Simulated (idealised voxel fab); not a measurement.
process module | voxel double patterning
cross-section cut | 235 nm wide | cells 5 nm
A cross-section is a grid of square cells, given in bands from the top down. A band is one or more rows of cells.
Each band's line starts with the height of the band's top and of its bottom, in nm. Then come its materials from left to right, each with its width in nm. One material with "throughout" fills the band from edge to edge. "air" is empty space.
Height 0 is the level under which the wafer as received is all one material. The lowest band goes on downwards, as in "0 down".
A width such as "30 to 40" changes by the same amount from each row of cells to the next, from the band's top row to its bottom row.
"no change" after a step means that no cell of the cross-section changed.
closed voids: empty space of 8 cells or more with no open way to the top, each as width x height at its distance from the left edge, in nm
after a step's settings: what the simulator itself notes on the step
overlay nm, on a step with a mask: how far to the right of its planned place the mask lay; to the left if negative
plan
1 op RECEIVE | material Si
2 op CONFORMAL_DEP | material SiO2 | thk nm 5
3 op DIRECTIONAL_DEP | material W | thk nm 15
4 op DIRECTIONAL_DEP | material SiCN | thk nm 10
5 op PATTERN | tone open | mask id FIRST | material resist | width nm 15 | pitch nm 50 | thk nm 20 | overlay nm 0
6 op DIRECTIONAL_ETCH | etch materials SiCN | depth nm 10
7 op STRIP | etch materials resist
8 op MASKED_ETCH | tone open | mask id SECOND | width nm 15 | pitch nm 50 | etch materials SiCN | depth nm 10 | overlay nm 0
9 op DIRECTIONAL_ETCH | etch materials W | depth nm 15
10 op STRIP | etch materials SiCN
first wafer, as planned
as received, after step 1
  0 down: Si throughout
  closed voids: none
after step 2
  5 to 0: SiO2 throughout
  below 0: unchanged
after step 3
  20 to 5: W throughout
  below 5: unchanged
after step 4
  30 to 20: SiCN throughout
  below 20: unchanged
after step 5
  50 to 30: resist 60 | air 15 | resist 35 | air 15 | resist 35 | air 15 | resist 60
  below 30: unchanged
after step 6
  50 to 30: resist 60 | air 15 | resist 35 | air 15 | resist 35 | air 15 | resist 60
  30 to 20: SiCN 60 | air 15 | SiCN 35 | air 15 | SiCN 35 | air 15 | SiCN 60
  below 20: unchanged
after step 7
  30 to 20: SiCN 60 | air 15 | SiCN 35 | air 15 | SiCN 35 | air 15 | SiCN 60
  below 20: unchanged
after step 8
  30 to 20: SiCN 60 | air 15 | SiCN 10 | air 15 | SiCN 10 | air 15 | SiCN 10 | air 15 | SiCN 10 | air 15 | SiCN 60
  below 20: unchanged
after step 9
  30 to 20: SiCN 60 | air 15 | SiCN 10 | air 15 | SiCN 10 | air 15 | SiCN 10 | air 15 | SiCN 10 | air 15 | SiCN 60
  20 to 5: W 60 | air 15 | W 10 | air 15 | W 10 | air 15 | W 10 | air 15 | W 10 | air 15 | W 60
  below 5: unchanged
after step 10
  20 to 5: W 60 | air 15 | W 10 | air 15 | W 10 | air 15 | W 10 | air 15 | W 10 | air 15 | W 60
  below 5: unchanged
second wafer: like start, like plan, one mistake. Through step 2 it matches the first wafer
when step 3 should have ended
  25 to 5: W throughout
  below 5: unchanged
when step 4 should have ended
  35 to 25: SiCN throughout
  below 25: unchanged
when step 5 should have ended
  55 to 35: resist 60 | air 15 | resist 35 | air 15 | resist 35 | air 15 | resist 60
  below 35: unchanged
when step 6 should have ended
  55 to 35: resist 60 | air 15 | resist 35 | air 15 | resist 35 | air 15 | resist 60
  35 to 25: SiCN 60 | air 15 | SiCN 35 | air 15 | SiCN 35 | air 15 | SiCN 60
  below 25: unchanged
when step 7 should have ended
  35 to 25: SiCN 60 | air 15 | SiCN 35 | air 15 | SiCN 35 | air 15 | SiCN 60
  below 25: unchanged
when step 8 should have ended
  35 to 25: SiCN 60 | air 15 | SiCN 10 | air 15 | SiCN 10 | air 15 | SiCN 10 | air 15 | SiCN 10 | air 15 | SiCN 60
  below 25: unchanged
when step 9 should have ended
  35 to 25: SiCN 60 | air 15 | SiCN 10 | air 15 | SiCN 10 | air 15 | SiCN 10 | air 15 | SiCN 10 | air 15 | SiCN 60
  25 to 10: W 60 | air 15 | W 10 | air 15 | W 10 | air 15 | W 10 | air 15 | W 10 | air 15 | W 60
  below 10: unchanged
when step 10 should have ended
  25 to 10: W 60 | air 15 | W 10 | air 15 | W 10 | air 15 | W 10 | air 15 | W 10 | air 15 | W 60
  below 10: unchanged
what went wrong: step 3 ran as: op DIRECTIONAL_DEP | material W | thk nm 20
at the end the second wafer has, in cells: 47 more of W
